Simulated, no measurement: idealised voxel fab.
Process module heading - voxel transistor to metal
The cross-section shown here is cut; it is 160 nm wide and divided into square cells measuring 5 nm on a side.
When this document writes out a cross-section, it uses a grid of square cells and lists it as bands, beginning at the top and moving down, with a band standing for one or more rows of cells.
A band entry consists of two parts. The first gives the height of the band's top and the height of its bottom, in nm. The rest lists the band's materials from left to right, each with its width in nm. A single material labelled with the word "all across" fills the band from edge to edge, and the word "empty" marks empty space.
Note: height 0 marks the level under which the wafer is uniformly one material as received. Lowest band unbounded below, written "0 down".
Think of "30 to 40" as a width that walks from the first number to the second as you go down the band, top row to bottom row, taking equal-sized steps from row to row.
The cross-section has no changed cell in any step marked "no change occurred".
"Voids lacking openings" - sealed voids, min. 8 cells, no opening to top; format: width x height at distance (distance from left edge; nm throughout).
Past the settings on a step's line: simulator remark, on that step.
overlay nm: where the mask lay relative to plan, measured to the right, on steps with a mask; negatives go left.

The following list gives the planned process steps:
1: RECEIVE | material Si
2: CONFORMAL_DEP | material SiO2 | thk nm 5
3: CONFORMAL_DEP | material SiN | thk nm 10
4: PATTERN | tone cover | mask id ACTIVE | material resist | width nm 100 | thk nm 20 | overlay nm 0
5: DIRECTIONAL_ETCH | etch materials SiN | depth nm 10
6: DIRECTIONAL_ETCH | etch materials SiO2 | depth nm 5
7: DIRECTIONAL_ETCH | etch materials Si | depth nm 30
8: STRIP | etch materials resist
9: OXIDIZE | depth nm 5
10: FILL_DEP | material SiO2 | thk nm 15
11: CMP | height nm 15
12: SELECTIVE_ETCH | etch materials SiO2 | depth nm 5
13: STRIP | etch materials SiN
14: SELECTIVE_ETCH | etch materials SiO2 | depth nm 5
15: OXIDIZE | depth nm 5
16: DIRECTIONAL_DEP | material polySi | thk nm 25
17: DIRECTIONAL_DEP | material SiCN | thk nm 15
18: DIRECTIONAL_DEP | material aC | thk nm 15
19: PATTERN | tone cover | mask id GATE | material resist | width nm 30 | thk nm 30 | overlay nm 0
20: DIRECTIONAL_ETCH | etch materials aC | depth nm 15
21: STRIP | etch materials resist
22: DIRECTIONAL_ETCH | etch materials SiCN | depth nm 25
23: DIRECTIONAL_ETCH | etch materials polySi | depth nm 35
24: STRIP | etch materials aC
25: CONFORMAL_DEP | material SiN | thk nm 5
26: DIRECTIONAL_ETCH | etch materials SiN | depth nm 5
27: DIRECTIONAL_ETCH | etch materials SiO2 | depth nm 5
28: DIRECTIONAL_ETCH | etch materials Si | depth nm 15
29: EPI | material pSi | thk nm 15
30: FILL_DEP | material SiO2 | thk nm 10
31: CMP | height nm 25
32: STRIP | etch materials polySi
33: SELECTIVE_ETCH | etch materials SiO2 | depth nm 5
34: CONFORMAL_DEP | material HfO2 | thk nm 5
35: CONFORMAL_DEP | material TiN | thk nm 5
36: FILL_DEP | material W | thk nm 5
37: CMP | height nm 20
38: DIRECTIONAL_DEP | material SiO2 | thk nm 10
39: MASKED_ETCH | tone open | mask id CONTACT | width nm 15 | pitch nm 75 | etch materials SiO2 | depth nm 35 | overlay nm 0
40: CONFORMAL_DEP | material TiN | thk nm 5
41: FILL_DEP | material Ru | thk nm 5
42: CMP | height nm 30
43: CONFORMAL_DEP | material SiN | thk nm 5
44: DIRECTIONAL_DEP | material SiO2 | thk nm 25
45: PATTERN | tone open | mask id METAL_1 | material resist | width nm 15 | pitch nm 75 | thk nm 20 | overlay nm 0
46: DIRECTIONAL_ETCH | etch materials SiO2 | depth nm 25
47: DIRECTIONAL_ETCH | etch materials SiN | depth nm 5
48: STRIP | etch materials resist
49: CONFORMAL_DEP | material TiN | thk nm 5
50: FILL_DEP | material Cu | thk nm 10
51: CMP | height nm 50
52: EPI | material Ru | thk nm 5
53: FILL_DEP | material SiCN | thk nm 5
Wafer-to-wafer difference: height nm, step 51. Common start. Plan = first wafer's value.

Cross-section of the first of several wafers on receipt, reflecting completion of step 1:
  0 down = Si all across
  Voids lacking openings: none

Quick key for the table: a row per wafer, taken at the end of the module. For each material it tells you how many cells the wafer gained (+) or lost (-) since it came in, and the closed voids come after:
height nm 50 | +6 Cu | +16 HfO2 | +16 Ru | -146 Si | +54 SiCN | +36 SiN | +290 SiO2 | +58 TiN | +6 W | +48 pSi | Voids lacking openings: none
height nm 55 | +8 Cu | +16 HfO2 | +16 Ru | -146 Si | +54 SiCN | +36 SiN | +316 SiO2 | +62 TiN | +6 W | +48 pSi | Voids lacking openings: none
height nm 60 | +10 Cu | +16 HfO2 | +16 Ru | -146 Si | +54 SiCN | +36 SiN | +342 SiO2 | +66 TiN | +6 W | +48 pSi | Voids lacking openings: none
height nm 65 | +12 Cu | +16 HfO2 | +38 Ru | -146 Si | +32 SiCN | +36 SiN | +342 SiO2 | +96 TiN | +6 W | +48 pSi | Voids lacking openings: none
height nm 70 | +44 Cu | +16 HfO2 | +38 Ru | -146 Si | +32 SiCN | +36 SiN | +342 SiO2 | +96 TiN | +6 W | +48 pSi | Voids lacking openings: none
height nm 75 | +76 Cu | +16 HfO2 | +38 Ru | -146 Si | +32 SiCN | +36 SiN | +342 SiO2 | +96 TiN | +6 W | +48 pSi | Voids lacking openings: none
